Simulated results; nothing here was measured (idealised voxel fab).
Proc. module: voxel released beams
Cross-sectional view cut (width: 275 nm; square cell size: 5 nm).
Cross-section, as written here: a square-cell grid given band by band from the top down, where a band holds one or more rows of cells.
Band entry format. Leading values: height of top, height of bottom, nm. Remainder: materials in left-to-right order, each with its width in nm. Special words: "all across" on a single material, which then fills the band edge to edge; "empty", empty space.
A quick word on heights: they are counted from 0, and under that level the wafer as it came to us is one material throughout. The lowest band is different from the rest in having no bottom; it simply continues downward, written as in "0 down".
A width such as "30 to 40" changes by the same amount from each row of cells to the next, from the band's top row to its bottom row.
Reading "nothing changed" for a step: not a cell of the cross-section changed in it.
For the entry "Cavities, closed", the listed items are empty spaces with no open way to the top whose size is 8 cells or more; each item follows the pattern width x height at distance, where distance is from the left edge and all three are in nm.
Past the settings on a step's line: simulator remark, on that step.
"overlay nm", when on a step's line for a step with a mask, measures how far to the right of its planned place the mask lay; a negative measure means to the left.

Below is the list of planned process steps:
1: RECEIVE,material Si
2: CONFORMAL_DEP,material Al2O3,thk nm 5
3: DIRECTIONAL_DEP,material SiO2,thk nm 20
4: MASKED_ETCH,tone open,mask id ANCHOR,width nm 25,etch materials SiO2,depth nm 20,overlay nm 0
5: CONFORMAL_DEP,material SiN,thk nm 10
6: DIRECTIONAL_DEP,material aC,thk nm 10
7: PATTERN,tone cover,mask id BEAM,material resist,width nm 75,thk nm 25,overlay nm 0
8: DIRECTIONAL_ETCH,etch materials aC,depth nm 10
9: STRIP,etch materials resist
10: DIRECTIONAL_ETCH,etch materials SiN,depth nm 10
11: STRIP,etch materials aC
12: STRIP,etch materials SiO2

Cross-section of the incoming wafer, state after step 1:
> 0 down | Si all across
> Cavities, closed: none

Cross-section, first of two wafers, end of module, run as planned:
> 35 to 25 | empty: 95, then SiN: 15, then empty: 5, then SiN: 55, then empty: 105
> 25 to 15 | empty: 100, then SiN: 10, then empty: 5, then SiN: 10, then empty: 150
> 15 to 5 | empty: 100, then SiN: 25, then empty: 150
> 5 to 0 | Al2O3 all across
> 0 down | Si all across
> Cavities, closed: none

Cross-sectional view of the second of two wafers upon completion of the module. This wafer shared its starting condition and process plan with the first; one error was made during its execution:
> 15 to 5 | empty: 95, then SiN: 75, then empty: 105
> 5 to 0 | Al2O3 all across
> 0 down | Si all across
> Cavities, closed: none
What was done differently from what was planned? step 3 was left out
at the end the second wafer has, in cells: 16 fewer of SiN
